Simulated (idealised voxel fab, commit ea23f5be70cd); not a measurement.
Proc. module: voxel double patterning
The width of the displayed cross-section, cut, is 295 nm; its cells are square, with a size of 5 nm.
A cross-section is a grid of square cells, given in bands from the top down. A band is one or more rows of cells. A band entry consists of two parts. The first gives the height of the band's top and the height of its bottom, in nm. The rest lists the band's materials from left to right, each with its width in nm. A single material labelled with the word "edge to edge" fills the band from edge to edge, and the word "air" marks empty space. Where do heights start? At 0: under that level the wafer as delivered is made of one material only. And the lowest band has no floor; it just carries on downward, as in "from 0 down". Read "30 to 40" as a graded width: first number on top, second number at the bottom, same change between each pair of neighbouring rows. Where the words "no alterations made" appear for a step, the cross-section shows no cell changed by that step; every cell remained as before. Closed empty spaces (no open way to the top) of 8 cells or more are what "Closed-off voids" lists, each as width x height at distance from the left edge, nm for all three. What comes after the settings on a step's line is commentary from the simulator itself on that step. overlay nm: on a step with a mask, how far right of its planned place the mask lay; negative means left.

Here's what the planned process steps look like:
1. RECEIVE | material Si
2. CONFORMAL_DEP | material SiO2 | thk nm 10
3. DIRECTIONAL_DEP | material polySi | thk nm 15
4. DIRECTIONAL_DEP | material SiCN | thk nm 10
5. MASKED_ETCH | tone open | mask id FIRST | width nm 15 | pitch nm 50 | etch materials SiCN | depth nm 10 | overlay nm 0
6. DIRECTIONAL_DEP | material aC | thk nm 15
7. PATTERN | tone open | mask id SECOND | material resist | width nm 15 | pitch nm 50 | thk nm 35 | overlay nm 0
8. DIRECTIONAL_ETCH | etch materials aC | depth nm 15
9. STRIP | etch materials resist
10. DIRECTIONAL_ETCH | etch materials SiCN | depth nm 10
11. STRIP | etch materials aC
12. DIRECTIONAL_ETCH | etch materials polySi | depth nm 15
13. STRIP | etch materials SiCN
Quick note for whoever runs this: the wafers start identical, but the width nm at step 5 isn't the same across them. The plan just shows what the first wafer had.

Cross-section of the first incoming wafer of several, state after step 1:
- from 0 down  Si edge to edge
- Closed-off voids: none

Post step 13, the closing step of the module: first of several wafers, cross-sectioned:
- from 25 to 10  90 polySi, 15 air, 10 polySi, 15 air, 10 polySi, 15 air, 10 polySi, 15 air, 10 polySi, 15 air, 90 polySi
- from 10 to 0  SiO2 edge to edge
- from 0 down  Si edge to edge
- Closed-off voids: none

Of the several wafers, the last: cross-section at the end of the module:
- from 25 to 10  85 polySi, 45 air, 5 polySi, 45 air, 5 polySi, 30 air, 80 polySi
- from 10 to 0  SiO2 edge to edge
- from 0 down  Si edge to edge
- Closed-off voids: none

End of module, by wafer: material-by-material cell gain (+) or loss (-) since receipt, then closed voids:
width nm 15, +118 SiO2, +132 polySi, Closed-off voids: none
width nm 20, +118 SiO2, +123 polySi, Closed-off voids: none
width nm 25, +118 SiO2, +114 polySi, Closed-off voids: none
width nm 30, +118 SiO2, +105 polySi, Closed-off voids: none
